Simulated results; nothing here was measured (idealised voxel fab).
The following is a process module called voxel ribs on slabs.
The figure presents cross-section cut, which has a width of 155 nm and is divided into square cells with an edge length of 5 nm.
Cross-section spec: square-cell grid; bands listed top down; each band is one or more rows.
Per band: top height and bottom height in nm, followed by the left-to-right materials and their widths in nm; "full width" marks a single material spanning edge to edge, "empty" marks empty space.
Height 0 is the level under which the wafer as received is all one material. The lowest band goes on downwards, as in "0 down".
With a width like "30 to 40", each row of cells in the band differs from the next by the same amount, the top row carrying the first number and the bottom row the second.
When a step is marked "nothing altered", none of the cells in the cross-section changed during that step.
Empty spaces counting at least 8 cells and having no open way to the top are listed in "Closed internal cavities". The notation width x height at distance is used for each, the distance being from the left edge and all three values in nm.
Where a step's line continues beyond its settings, the continuation is a remark by the simulator itself on that step.
The line of a step may include "overlay nm". On a step with a mask, this value is how far to the right of its planned place the mask lay. A negative value means the mask lay to the left.
-- Intended process steps
- 1: RECEIVE with material Si
- 2: DIRECTIONAL_DEP with material SiO2, thk nm 30
- 3: DIRECTIONAL_DEP with material polySi, thk nm 25
- 4: PATTERN with tone cover, mask id RIB, material resist, width nm 30, thk nm 15, overlay nm 0
- 5: DIRECTIONAL_ETCH with etch materials polySi, depth nm 10
- 6: STRIP with etch materials resist
- 7: MASKED_ETCH with tone cover, mask id SLAB, width nm 60, etch materials polySi, depth nm 15, overlay nm 0
- 8: FILL_DEP with material SiO2, thk nm 25
- 9: CMP with height nm 70
- 10: DIRECTIONAL_DEP with material W, thk nm 10
- 11: PATTERN with tone cover, mask id HEATER, material resist, width nm 40, thk nm 15, overlay nm 0
- 12: DIRECTIONAL_ETCH with etch materials W, depth nm 10
- 13: STRIP with etch materials resist
- 14: CONFORMAL_DEP with material SiO2, thk nm 10
-- The cross-section here shows the wafer as received, i.e. in its state after step 1
  0 down | Si full width
  Closed internal cavities: none
-- End-of-module cross-section. Starting structure and process plan as above; one mistake made in running it
  90 to 80 | empty=45 | SiO2=60 | empty=50
  80 to 70 | SiO2=55 | W=40 | SiO2=60
  70 to 60 | SiO2=45 | polySi=60 | SiO2=50
  60 to 0 | SiO2 full width
  0 down | Si full width
  Closed internal cavities: none
What went wrong in running the wafer? in the plan, step 2 was performed twice
